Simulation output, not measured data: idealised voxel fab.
The following process module bears the name voxel transistor to metal.
It is cross-section cut that appears here, measuring 140 nm in width, its square cells being 5 nm in size.
Cross-section format: a grid of square cells, given as bands from top to bottom; each band is one or more rows of cells.
Within each band entry, the heights of the top and of the bottom of the band appear first, in that order and in nm; the materials of the band then follow from left to right, each with its corresponding width in nm. The designation "all across" on a single material indicates that it fills the band from edge to edge; the designation "air" indicates empty space.
Heights are reckoned from 0. Under this level, the received wafer is all of one material. The bottommost band is open-ended downward, for example "from 0 down".
Note: "30..40" means the width goes from the first number (top row of the band) to the second number (bottom row) in equal steps per row of cells.
Step marked "nothing different"? Then no cell in the cross-section changed in it.
The list in "Cavities, closed" covers empty spaces of 8 cells or more that cannot reach the top through any open way, and it gives each as width x height at distance; the distance is from the left edge, and width, height and distance are in nm.
Heads up: the bit after the settings on a step's line is the simulator's remark on that step.
overlay nm: where the mask lay relative to plan, measured to the right, on steps with a mask; negatives go left.
Read the rest as pairs. Take the cross-section before one process step, then the cross-section after it, which shows only down to the lowest band that changed. Under the pair, find the step between them and its settings. Bear in mind that pairs may come from different runs of this module on the same starting wafer: link a pair to the pair above it only where its entry headed "Pre-step section" says to.
Pre-step section:
    from 85 to 65 = lowk: 20, then air: 15, then lowk: 65, then air: 15, then lowk: 25
    from 65 to 50 = lowk all across
    from 50 to 45 = SiCN all across
    from 45 to 25 = lowk: 20, then TiN: 5, then Cu: 5, then TiN: 5, then lowk: 65, then TiN: 5, then Cu: 5, then TiN: 5, then lowk: 25
    from 25 to 20 = SiCN: 20, then TiN: 15, then SiCN: 65, then TiN: 15, then SiCN: 25
    from 20 to 10 = SiO2: 20, then TiN: 5, then Ru: 5, then TiN: 5, then SiO2: 65, then TiN: 5, then Ru: 5, then TiN: 5, then SiO2: 25
    from 10 to 5 = SiO2: 20, then TiN: 5, then Ru: 5, then TiN: 5, then SiO2: 15, then SiN: 5, then HfO2: 5, then TiN: 5, then W: 5, then TiN: 5, then HfO2: 5, then SiN: 5, then SiO2: 15, then TiN: 5, then Ru: 5, then TiN: 5, then SiO2: 25
    from 5 to 0 = SiO2: 20, then TiN: 15, then SiO2: 5, then pSi: 10, then SiN: 5, then HfO2: 5, then TiN: 15, then HfO2: 5, then SiN: 5, then pSi: 10, then SiO2: 5, then TiN: 15, then SiO2: 25
    from 0 to -5 = SiO2: 5, then pSi: 10, then SiN: 5, then pSi: 30, then HfO2: 35, then pSi: 30, then SiN: 5, then pSi: 10, then SiO2: 10
    from -5 to -10 = pSi: 15, then SiO2: 10, then pSi: 25, then Si: 35, then pSi: 25, then SiO2: 10, then pSi: 20
    from -10 to -15 = pSi: 15, then Si: 105, then pSi: 20
    from -15 down = Si all across
    Cavities, closed: none
Section After Processing:
    from 85 to 50 = lowk: 20, then air: 15, then lowk: 65, then air: 15, then lowk: 25
    Whatever lies below 50 is exactly as it was before.
    Cavities, closed: none
What process step lies between the two cross-sections above? MASKED_ETCH | tone open | mask id METAL_2_HOLES | width nm 15 | pitch nm 80 | etch materials lowk | depth nm 15 | overlay nm 0
Pre-step section: The initial state for this step is given by the after cross-section of the immediately preceding pair.
Section After Processing:
    from 85 to 50 = lowk: 20, then air: 15, then lowk: 65, then air: 15, then lowk: 25
    from 50 to 45 = SiCN: 20, then air: 15, then SiCN: 65, then air: 15, then SiCN: 25
    Whatever lies below 45 is exactly as it was before.
    Cavities, closed: none
What process step lies between the two cross-sections above? MASKED_ETCH | tone open | mask id METAL_2_HOLES | width nm 15 | pitch nm 80 | etch materials SiCN | depth nm 5 | overlay nm 0
Pre-step section: The initial state for this step is given by the after cross-section of the immediately preceding pair.
Section After Processing:
    from 90 to 85 = TiN: 25, then air: 5, then TiN: 75, then air: 5, then TiN: 30
    from 85 to 50 = lowk: 20, then TiN: 5, then air: 5, then TiN: 5, then lowk: 65, then TiN: 5, then air: 5, then TiN: 5, then lowk: 25
    from 50 to 45 = SiCN: 20, then TiN: 15, then SiCN: 65, then TiN: 15, then SiCN: 25
    Whatever lies below 45 is exactly as it was before.
    Cavities, closed: none
What process step lies between the two cross-sections above? CONFORMAL_DEP | material TiN | thk nm 5
Pre-step section: The initial state for this step is given by the after cross-section of the immediately preceding pair.
Section After Processing:
    from 100 to 90 = Ru all across
    from 90 to 85 = TiN: 25, then Ru: 5, then TiN: 75, then Ru: 5, then TiN: 30
    from 85 to 50 = lowk: 20, then TiN: 5, then Ru: 5, then TiN: 5, then lowk: 65, then TiN: 5, then Ru: 5, then TiN: 5, then lowk: 25
    Whatever lies below 50 is exactly as it was before.
    Cavities, closed: none
What process step lies between the two cross-sections above? FILL_DEP | material Ru | thk nm 10
Pre-step section: The initial state for this step is given by the after cross-section of the immediately preceding pair.
Section After Processing:
    from 85 to 50 = lowk: 20, then TiN: 5, then Ru: 5, then TiN: 5, then lowk: 65, then TiN: 5, then Ru: 5, then TiN: 5, then lowk: 25
    Whatever lies below 50 is exactly as it was before.
    Cavities, closed: none
What process step lies between the two cross-sections above? CMP | height nm 85
Pre-step section: The initial state for this step is given by the after cross-section of the immediately preceding pair.
Section After Processing:
    from 90 to 85 = SiCN all across
    Whatever lies below 85 is exactly as it was before.
    Cavities, closed: none
What process step lies between the two cross-sections above? CONFORMAL_DEP | material SiCN | thk nm 5
